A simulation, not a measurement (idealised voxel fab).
process module | voxel transistor to metal
cross-section cut | 150 nm wide | cells 5 nm
A cross-section is a grid of square cells, given in bands from the top down. A band is one or more rows of cells.
Each band's line starts with the height of the band's top and of its bottom, in nm. Then come its materials from left to right, each with its width in nm. One material with "throughout" fills the band from edge to edge. "air" is empty space.
Height 0 is the level under which the wafer as received is all one material. The lowest band goes on downwards, as in "0 down".
A width such as "30 to 40" changes by the same amount from each row of cells to the next, from the band's top row to its bottom row.
"no change" after a step means that no cell of the cross-section changed.
closed voids: empty space of 8 cells or more with no open way to the top, each as width x height at its distance from the left edge, in nm
after a step's settings: what the simulator itself notes on the step
overlay nm, on a step with a mask: how far to the right of its planned place the mask lay; to the left if negative
plan
1 op RECEIVE | material Si
2 op CONFORMAL_DEP | material SiO2 | thk nm 5
3 op CONFORMAL_DEP | material SiN | thk nm 15
4 op MASKED_ETCH | tone cover | mask id ACTIVE | width nm 105 | etch materials SiN | depth nm 15 | overlay nm 0
5 op MASKED_ETCH | tone cover | mask id ACTIVE | width nm 105 | etch materials SiO2 | depth nm 5 | overlay nm 0
6 op MASKED_ETCH | tone cover | mask id ACTIVE | width nm 105 | etch materials Si | depth nm 30 | overlay nm 0
7 op FILL_DEP | material SiO2 | thk nm 10
8 op CMP | height nm 20
9 op SELECTIVE_ETCH | etch materials SiO2 | depth nm 10
10 op STRIP | etch materials SiN
11 op SELECTIVE_ETCH | etch materials SiO2 | depth nm 5
12 op OXIDIZE | depth nm 5
13 op DIRECTIONAL_DEP | material polySi | thk nm 20
14 op DIRECTIONAL_DEP | material SiCN | thk nm 10
15 op MASKED_ETCH | tone cover | mask id GATE | width nm 25 | etch materials SiCN | depth nm 20 | overlay nm -5
16 op MASKED_ETCH | tone cover | mask id GATE | width nm 25 | etch materials polySi | depth nm 30 | overlay nm 0
17 op CONFORMAL_DEP | material SiN | thk nm 5
18 op DIRECTIONAL_ETCH | etch materials SiN | depth nm 5
19 op DIRECTIONAL_ETCH | etch materials SiO2 | depth nm 5
20 op EPI | material nSi | thk nm 5
21 op FILL_DEP | material SiO2 | thk nm 10
22 op CMP | height nm 30
23 op DIRECTIONAL_DEP | material SiO2 | thk nm 10
24 op MASKED_ETCH | tone open | mask id CONTACT | width nm 15 | pitch nm 80 | etch materials SiO2 | depth nm 40 | overlay nm 0
25 op CONFORMAL_DEP | material TiN | thk nm 5
26 op FILL_DEP | material W | thk nm 10
27 op CMP | height nm 40
28 op CONFORMAL_DEP | material SiCN | thk nm 5
29 op DIRECTIONAL_DEP | material SiO2 | thk nm 15
30 op MASKED_ETCH | tone open | mask id METAL_1 | width nm 15 | pitch nm 80 | etch materials SiO2 | depth nm 15 | overlay nm 0
31 op MASKED_ETCH | tone open | mask id METAL_1 | width nm 15 | pitch nm 80 | etch materials SiCN | depth nm 5 | overlay nm 0
32 op CONFORMAL_DEP | material TiN | thk nm 5
33 op FILL_DEP | material Cu | thk nm 10
34 op CMP | height nm 60
35 op CONFORMAL_DEP | material SiCN | thk nm 5
36 op DIRECTIONAL_DEP | material SiO2 | thk nm 25
37 op MASKED_ETCH | tone open | mask id METAL_2 | width nm 15 | pitch nm 80 | etch materials SiO2 | depth nm 15 | overlay nm 0
38 op MASKED_ETCH | tone open | mask id METAL_2_HOLES | width nm 15 | pitch nm 80 | etch materials SiO2 | depth nm 10 | overlay nm 0
39 op MASKED_ETCH | tone open | mask id METAL_2_HOLES | width nm 15 | pitch nm 80 | etch materials SiCN | depth nm 5 | overlay nm 0
40 op CONFORMAL_DEP | material TiN | thk nm 5
41 op FILL_DEP | material Ru | thk nm 10
42 op CMP | height nm 90
43 op CONFORMAL_DEP | material SiN | thk nm 5
varied across the wafers: overlay nm of step 15. The plan shows the first wafer's value. All wafers start alike
first wafer as received, after step 1
  0 down: Si throughout
  closed voids: none
first wafer at the end, after step 43
  95 to 90: SiN throughout
  90 to 65: SiO2 25 | TiN 5 | Ru 5 | TiN 5 | SiO2 65 | TiN 5 | Ru 5 | TiN 5 | SiO2 30
  65 to 60: SiCN 25 | TiN 15 | SiCN 65 | TiN 15 | SiCN 30
  60 to 45: SiO2 25 | TiN 5 | Cu 5 | TiN 5 | SiO2 65 | TiN 5 | Cu 5 | TiN 5 | SiO2 30
  45 to 40: SiCN 25 | TiN 15 | SiCN 65 | TiN 15 | SiCN 30
  40 to 30: SiO2 25 | TiN 5 | W 5 | TiN 5 | SiO2 65 | TiN 5 | W 5 | TiN 5 | SiO2 30
  30 to 20: SiO2 25 | TiN 5 | W 5 | TiN 5 | SiO2 10 | SiN 5 | SiCN 25 | SiN 5 | SiO2 20 | TiN 5 | W 5 | TiN 5 | SiO2 30
  20 to 5: SiO2 25 | TiN 5 | W 5 | TiN 5 | SiO2 10 | SiN 5 | polySi 30 | SiN 5 | SiO2 15 | TiN 5 | W 5 | TiN 5 | SiO2 30
  5 to 0: SiO2 15 | SiN 5 | SiO2 5 | TiN 15 | SiO2 10 | SiN 5 | polySi 30 | SiN 5 | SiO2 15 | TiN 15 | SiO2 5 | SiN 5 | SiO2 20
  0 to -5: SiO2 20 | nSi 30 | SiO2 40 | nSi 35 | SiO2 25
  -5 to -30: SiO2 20 | Si 105 | SiO2 25
  -30 down: Si throughout
  closed voids: none
last wafer at the end
  95 to 90: SiN throughout
  90 to 65: SiO2 25 | TiN 5 | Ru 5 | TiN 5 | SiO2 65 | TiN 5 | Ru 5 | TiN 5 | SiO2 30
  65 to 60: SiCN 25 | TiN 15 | SiCN 65 | TiN 15 | SiCN 30
  60 to 45: SiO2 25 | TiN 5 | Cu 5 | TiN 5 | SiO2 65 | TiN 5 | Cu 5 | TiN 5 | SiO2 30
  45 to 40: SiCN 25 | TiN 15 | SiCN 65 | TiN 15 | SiCN 30
  40 to 30: SiO2 25 | TiN 5 | W 5 | TiN 5 | SiO2 65 | TiN 5 | W 5 | TiN 5 | SiO2 30
  30 to 20: SiO2 25 | TiN 5 | W 5 | TiN 5 | SiO2 20 | SiN 5 | SiCN 25 | SiN 5 | SiO2 10 | TiN 5 | W 5 | TiN 5 | SiO2 30
  20 to 5: SiO2 25 | TiN 5 | W 5 | TiN 5 | SiO2 15 | SiN 5 | polySi 30 | SiN 5 | SiO2 10 | TiN 5 | W 5 | TiN 5 | SiO2 30
  5 to 0: SiO2 15 | SiN 5 | SiO2 5 | TiN 15 | SiO2 15 | SiN 5 | polySi 30 | SiN 5 | SiO2 10 | TiN 15 | SiO2 5 | SiN 5 | SiO2 20
  0 to -5: SiO2 20 | nSi 35 | SiO2 40 | nSi 30 | SiO2 25
  -5 to -30: SiO2 20 | Si 105 | SiO2 25
  -30 down: Si throughout
  closed voids: none
each wafer at the end: cells of each material gained (+) or lost (-) since it was received, then its closed voids
overlay nm -5 | +6 Cu | +10 Ru | -75 Si | +58 SiCN | +44 SiN | +398 SiO2 | +78 TiN | +14 W | +13 nSi | +24 polySi | closed voids: none
overlay nm 0 | +6 Cu | +10 Ru | -75 Si | +58 SiCN | +44 SiN | +401 SiO2 | +78 TiN | +14 W | +14 nSi | +20 polySi | closed voids: none
overlay nm 5 | +6 Cu | +10 Ru | -75 Si | +58 SiCN | +44 SiN | +398 SiO2 | +78 TiN | +14 W | +13 nSi | +24 polySi | closed voids: none
